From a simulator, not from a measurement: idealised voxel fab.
The name of this process module is voxel capacitor over wiring.
Cross-section cut spans 235 nm and uses square cells 5 nm in size.
Throughout this document, each cross-section is represented as a grid of square cells and is presented as a sequence of bands enumerated from the top downward, where a band comprises one or more rows of cells. Each band's line starts with the height of the band's top and of its bottom, in nm. Then come its materials from left to right, each with its width in nm. One material with "everywhere" fills the band from edge to edge. "empty" is empty space. Measure heights from 0. That's the level where, below it, the as-received wafer is all one material. The lowest band is bottomless and extends downward; write it as in "0..down". The width entry "30..40" should be interpreted row by row: the top row of cells in the band takes the first number, the bottom row takes the second number, and the change between adjacent rows is uniform throughout. "no alteration" after a step means that no cell of the cross-section changed. "Trapped cavities" contains a list of empty spaces, each no smaller than 8 cells and without an open way to the top, written in the form width x height at distance with the distance from the left edge and all three in nm. Formally, on a step line, whatever follows the settings is a remark that the simulator itself makes on the step. Each step line may optionally specify "overlay nm", which for a step with a mask gives the rightward distance between the mask's planned place and where it lay, a negative value indicating the leftward direction.
[Planned step list for the process]
1) RECEIVE, material Si
2) CONFORMAL_DEP, material SiO2, thk nm 10
3) DIRECTIONAL_DEP, material TiN, thk nm 5
4) DIRECTIONAL_DEP, material Ru, thk nm 25
5) DIRECTIONAL_DEP, material aC, thk nm 10
6) PATTERN, tone cover, mask id METAL_1, material resist, width nm 30, pitch nm 90, thk nm 25, overlay nm 0
7) DIRECTIONAL_ETCH, etch materials aC, depth nm 10
8) STRIP, etch materials resist
9) DIRECTIONAL_ETCH, etch materials Ru, depth nm 25
10) DIRECTIONAL_ETCH, etch materials TiN, depth nm 5
11) STRIP, etch materials aC
12) CONFORMAL_DEP, material SiN, thk nm 5
13) FILL_DEP, material SiO2, thk nm 5
14) CMP, height nm 40
15) CONFORMAL_DEP, material SiCN, thk nm 5
16) DIRECTIONAL_DEP, material lowk, thk nm 10
17) DIRECTIONAL_DEP, material aC, thk nm 10
18) PATTERN, tone open, mask id PLUG_1, material resist, width nm 15, thk nm 25, overlay nm 0
19) DIRECTIONAL_ETCH, etch materials aC, depth nm 10
20) STRIP, etch materials resist
21) DIRECTIONAL_ETCH, etch materials lowk, depth nm 10
22) DIRECTIONAL_ETCH, etch materials SiCN, depth nm 5
23) STRIP, etch materials aC
24) EPI, material Ru, thk nm 10
25) EPI, material Ru, thk nm 5
26) DIRECTIONAL_DEP, material TiN, thk nm 10
27) DIRECTIONAL_DEP, material Al2O3, thk nm 5
28) DIRECTIONAL_DEP, material TiN, thk nm 10
29) PATTERN, tone cover, mask id UPPER_PLATE, material resist, width nm 65, thk nm 20, overlay nm 0
30) DIRECTIONAL_ETCH, etch materials TiN, depth nm 10
31) DIRECTIONAL_ETCH, etch materials Al2O3, depth nm 5
32) STRIP, etch materials resist
33) DIRECTIONAL_DEP, material aC, thk nm 15
34) PATTERN, tone cover, mask id LOWER_PLATE, material resist, width nm 75, thk nm 35, overlay nm 0
35) DIRECTIONAL_ETCH, etch materials aC, depth nm 15
36) STRIP, etch materials resist
37) DIRECTIONAL_ETCH, etch materials TiN, depth nm 10
38) STRIP, etch materials aC
39) FILL_DEP, material SiO2, thk nm 15
40) CMP, height nm 90
41) MASKED_ETCH, tone open, mask id PLUG_2, width nm 15, etch materials SiO2, depth nm 10, overlay nm -15
42) CONFORMAL_DEP, material TiN, thk nm 5
43) FILL_DEP, material W, thk nm 5
44) CMP, height nm 90
45) CONFORMAL_DEP, material SiCN, thk nm 5
The plan's step 41 overlay nm is the first wafer's value; the wafers differ in this setting and start identical.
[Cross-sectional view of the first of several wafers in the as-received condition, corresponding to the state following step 1]
    0..down  Si everywhere
    Trapped cavities: none
[End of the module, past its last step, step 45: how the first of several wafers looks in cross-section]
    95..90  SiCN everywhere
    90..85  SiO2=65, TiN=5, W=5, TiN=5, SiO2=155
    85..80  SiO2=65, TiN=15, SiO2=155
    80..70  SiO2=70, TiN=65, SiO2=100
    70..65  SiO2=70, Al2O3=65, SiO2=100
    65..55  SiO2=65, TiN=75, SiO2=95
    55..45  lowk=70, Ru=15, lowk=150
    45..40  SiCN=70, Ru=15, SiCN=150
    40..15  SiO2=50, SiN=5, Ru=30, SiN=5, SiO2=50, SiN=5, Ru=30, SiN=5, SiO2=55
    15..10  SiN=55, TiN=30, SiN=60, TiN=30, SiN=60
    10..0  SiO2 everywhere
    0..down  Si everywhere
    Trapped cavities: none
[So this is the cross-section on the last wafer at the end of the module]
    95..90  SiCN everywhere
    90..85  SiO2=95, TiN=5, W=5, TiN=5, SiO2=125
    85..80  SiO2=95, TiN=15, SiO2=125
    80..70  SiO2=70, TiN=65, SiO2=100
    70..65  SiO2=70, Al2O3=65, SiO2=100
    65..55  SiO2=65, TiN=75, SiO2=95
    55..45  lowk=70, Ru=15, lowk=150
    45..40  SiCN=70, Ru=15, SiCN=150
    40..15  SiO2=50, SiN=5, Ru=30, SiN=5, SiO2=50, SiN=5, Ru=30, SiN=5, SiO2=55
    15..10  SiN=55, TiN=30, SiN=60, TiN=30, SiN=60
    10..0  SiO2 everywhere
    0..down  Si everywhere
    Trapped cavities: none
[Here is how to read the rows: every wafer has a row, and it shows the wafer at the end of the module, giving for each material how many cells were gained (+) or lost (-) since the wafer was received, then listing its closed voids]
overlay nm -15 | +13 Al2O3 | +69 Ru | +91 SiCN | +55 SiN | +503 SiO2 | +73 TiN | +1 W | +88 lowk | Trapped cavities: none
overlay nm -10 | +13 Al2O3 | +69 Ru | +91 SiCN | +55 SiN | +503 SiO2 | +73 TiN | +1 W | +88 lowk | Trapped cavities: none
overlay nm -5 | +13 Al2O3 | +69 Ru | +91 SiCN | +55 SiN | +503 SiO2 | +73 TiN | +1 W | +88 lowk | Trapped cavities: none
overlay nm 0 | +13 Al2O3 | +69 Ru | +91 SiCN | +55 SiN | +503 SiO2 | +73 TiN | +1 W | +88 lowk | Trapped cavities: none
overlay nm 5 | +13 Al2O3 | +69 Ru | +91 SiCN | +55 SiN | +503 SiO2 | +73 TiN | +1 W | +88 lowk | Trapped cavities: none
overlay nm 10 | +13 Al2O3 | +69 Ru | +91 SiCN | +55 SiN | +503 SiO2 | +73 TiN | +1 W | +88 lowk | Trapped cavities: none
overlay nm 15 | +13 Al2O3 | +69 Ru | +91 SiCN | +55 SiN | +503 SiO2 | +73 TiN | +1 W | +88 lowk | Trapped cavities: none
